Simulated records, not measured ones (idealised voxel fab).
The name of this process module is voxel self aligned vias.
cross-section cut | 170 nm wide | cells 5 nm
A cross-section is written here as square cells arranged in a grid, and it is given in bands from the top down, each band taking up one or more rows of cells.
Top, bottom (nm), then materials left to right with widths (nm); lone material tagged "full width" fills the whole band edge to edge; "air" = empty space.
We count height from 0. Below that, the starting wafer is all one material. The lowest band never ends at the bottom but goes on down; see "0 and below" for how that is written.
Read "30->40" as a graded width: first number on top, second number at the bottom, same change between each pair of neighbouring rows.
"all unchanged" (step): cross-section cells unchanged, all of them.
For the entry "Enclosed void entries", the listed items are empty spaces with no open way to the top whose size is 8 cells or more; each item follows the pattern width x height at distance, where distance is from the left edge and all three are in nm.
If you see something after the settings on a step's line, that's the simulator's own remark about that step.
You can add "overlay nm" to a step's line. For a step with a mask, it describes how far the mask lay to the right of its planned position, and a negative number describes a lay to the left.
# Planned process steps
| 1 | op RECEIVE | material Si |
| 2 | op CONFORMAL_DEP | material SiO2 | thk nm 10 |
| 3 | op CONFORMAL_DEP | material SiCN | thk nm 5 |
| 4 | op DIRECTIONAL_DEP | material lowk | thk nm 20 |
| 5 | op MASKED_ETCH | tone open | mask id LINES | width nm 20 | pitch nm 70 | etch materials lowk | depth nm 20 | overlay nm 0 |
| 6 | op CONFORMAL_DEP | material TiN | thk nm 5 |
| 7 | op FILL_DEP | material Ru | thk nm 5 |
| 8 | op CMP | height nm 35 |
| 9 | op SELECTIVE_ETCH | etch materials W Ru TiN | depth nm 10 |
| 10 | op FILL_DEP | material SiN | thk nm 10 |
| 11 | op CMP | height nm 35 |
| 12 | op DIRECTIONAL_DEP | material lowk | thk nm 15 |
| 13 | op DIRECTIONAL_DEP | material aC | thk nm 10 |
| 14 | op PATTERN | tone open | mask id VIAS | material resist | width nm 40 | pitch nm 70 | thk nm 25 | overlay nm 0 |
| 15 | op DIRECTIONAL_ETCH | etch materials aC | depth nm 10 |
| 16 | op STRIP | etch materials resist |
| 17 | op DIRECTIONAL_ETCH | etch materials lowk | depth nm 15 |
| 18 | op DIRECTIONAL_ETCH | etch materials SiN | depth nm 10 |
| 19 | op STRIP | etch materials aC |
| 20 | op CONFORMAL_DEP | material TiN | thk nm 5 |
| 21 | op FILL_DEP | material W | thk nm 10 |
| 22 | op CMP | height nm 50 |
| 23 | op CONFORMAL_DEP | material SiCN | thk nm 5 |
# Received-state cross-section, reflecting completion of step 1
0 and below  Si full width
Enclosed void entries: none
# Figure: cross-sectional view of the wafer upon completion of the module, processed from the initial state and according to the plan depicted above, with one error introduced during execution
55 down to 50  SiCN full width
50 down to 40  30 lowk; 5 TiN; 30 W; 5 TiN; 30 lowk; 5 TiN; 30 W; 5 TiN; 30 lowk
40 down to 35  30 lowk; 40 TiN; 30 lowk; 40 TiN; 30 lowk
35 down to 20  40 lowk; 5 TiN; 10 SiO2; 5 TiN; 50 lowk; 5 TiN; 10 SiO2; 5 TiN; 40 lowk
20 down to 15  40 lowk; 20 TiN; 50 lowk; 20 TiN; 40 lowk
15 down to 10  SiCN full width
10 down to 0  SiO2 full width
0 and below  Si full width
Enclosed void entries: none
what went wrong: step 7 went in with a setting other than planned; the actual run was op FILL_DEP | material SiO2 | thk nm 5
